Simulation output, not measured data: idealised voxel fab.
The process module that follows is named voxel local oxidation.
We display cut, a cross-section 170 nm in width whose square cells are each 5 nm.
The cross-sections in this document take the form of a grid made of square cells. They are written out as bands, in order from top to bottom. Each band consists of one or more rows of cells. Read a band's entry like this: the first values are the height of its top and the height of its bottom in nm, and what follows is the sequence of materials from left to right, each with its width in nm. Note that "blank" is empty space, and that a single material marked "full width" reaches across the band from edge to edge. Zero point of the height axis is 0; under it, received wafer = one material. Lowest band: continues down indefinitely, "0 -> down". With a width like "30..40", each row of cells in the band differs from the next by the same amount, the top row carrying the first number and the bottom row the second. Take "identical to before" at face value: in the step it is given for, the cross-section changed in none of its cells. In "Enclosed cavity list" the enclosed voids are listed, meaning empty spaces of 8 cells or larger without any opening to the top. The form is width x height at distance, distance from the left edge, units nm. Text after the settings on a step's line: the simulator's own remark on that step. "overlay nm" answers the question of how far to the right of plan the mask lay on a step that has a mask, and when it is negative the answer is to the left.
## Intended process steps
- 1: RECEIVE | material Si
- 2: CONFORMAL_DEP | material SiO2 | thk nm 5
- 3: CONFORMAL_DEP | material SiN | thk nm 15
- 4: PATTERN | tone cover | mask id ACTIVE | material resist | width nm 120 | thk nm 15 | overlay nm 0
- 5: DIRECTIONAL_ETCH | etch materials SiN | depth nm 15
- 6: STRIP | etch materials resist
- 7: SELECTIVE_ETCH | etch materials SiO2 | depth nm 5
- 8: OXIDIZE | depth nm 15
- 9: STRIP | etch materials SiN
## As-received wafer cross-section (after step 1)
> 0 -> down | Si full width
> Enclosed cavity list: none
## Cross-section: first of two wafers, module finished, run according to plan
> 5 -> 0 | 30 blank | 110 SiO2 | 30 blank
> 0 -> -15 | 45 SiO2 | 80 Si | 45 SiO2
> -15 -> down | Si full width
> Enclosed cavity list: none
## End-of-module cross-section of the second wafer: identical starting point and process plan to the first, with one processing mistake
> 0 -> -15 | 45 blank | 80 Si | 45 blank
> -15 -> down | Si full width
> Enclosed cavity list: none
Deviation noted in wafer processing: planned and actual differ for step 9; actual: STRIP | etch materials SiO2
Final difference in cells, second wafer against first, listed per material as more or fewer: -76 SiO2
